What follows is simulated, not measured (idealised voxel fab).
process module | voxel gate over fins
cross-section cut | 160 nm wide | cells 5 nm
A cross-section is a grid of square cells, given in bands from the top down. A band is one or more rows of cells.
Each band's line starts with the height of the band's top and of its bottom, in nm. Then come its materials from left to right, each with its width in nm. One material with "throughout" fills the band from edge to edge. "air" is empty space.
Height 0 is the level under which the wafer as received is all one material. The lowest band goes on downwards, as in "0 down".
A width such as "30 to 40" changes by the same amount from each row of cells to the next, from the band's top row to its bottom row.
"no change" after a step means that no cell of the cross-section changed.
closed voids: empty space of 8 cells or more with no open way to the top, each as width x height at its distance from the left edge, in nm
after a step's settings: what the simulator itself notes on the step
overlay nm, on a step with a mask: how far to the right of its planned place the mask lay; to the left if negative
plan
1 op RECEIVE | material Si
2 op CONFORMAL_DEP | material SiN | thk nm 5
3 op DIRECTIONAL_DEP | material aC | thk nm 10
4 op PATTERN | tone cover | mask id FINS | material resist | width nm 15 | pitch nm 35 | thk nm 30 | overlay nm 0
5 op DIRECTIONAL_ETCH | etch materials aC | depth nm 10
6 op STRIP | etch materials resist
7 op DIRECTIONAL_ETCH | etch materials SiN | depth nm 5
8 op DIRECTIONAL_ETCH | etch materials Si | depth nm 30
9 op STRIP | etch materials aC
10 op OXIDIZE | depth nm 5
11 op FILL_DEP | material SiO2 | thk nm 10
12 op CMP | height nm 5
13 op SELECTIVE_ETCH | etch materials SiO2 | depth nm 15
14 op STRIP | etch materials SiN
15 op CONFORMAL_DEP | material HfO2 | thk nm 5
16 op CONFORMAL_DEP | material TiN | thk nm 5
17 op CONFORMAL_DEP | material TiAl | thk nm 5
18 op CONFORMAL_DEP | material TiN | thk nm 5
19 op FILL_DEP | material W | thk nm 10
20 op CMP | height nm 25
21 op CONFORMAL_DEP | material SiCN | thk nm 5
as received, after step 1
  0 down: Si throughout
  closed voids: none
a wafer at the end: this start, this plan, one mistake
  30 to 25: SiCN throughout
  25 to 20: W throughout
  20 to 15: W 40 | TiN 80 | W 40
  15 to 10: W 40 | TiN 5 | TiAl 70 | TiN 5 | W 40
  10 to 5: TiN 45 | TiAl 5 | W 25 | TiAl 10 | W 25 | TiAl 5 | TiN 45
  5 to 0: TiAl 50 | W 5 | HfO2 15 | W 5 | TiAl 10 | W 5 | HfO2 15 | W 5 | TiAl 50
  0 to -5: W 55 | HfO2 5 | Si 5 | HfO2 5 | W 20 | HfO2 5 | Si 5 | HfO2 5 | W 55
  -5 to -10: HfO2 60 | Si 5 | HfO2 30 | Si 5 | HfO2 60
  -10 to -35: SiO2 60 | Si 5 | SiO2 30 | Si 5 | SiO2 60
  -35 down: Si throughout
  closed voids: none
what went wrong: step 16 ran as: op CONFORMAL_DEP | material W | thk nm 5
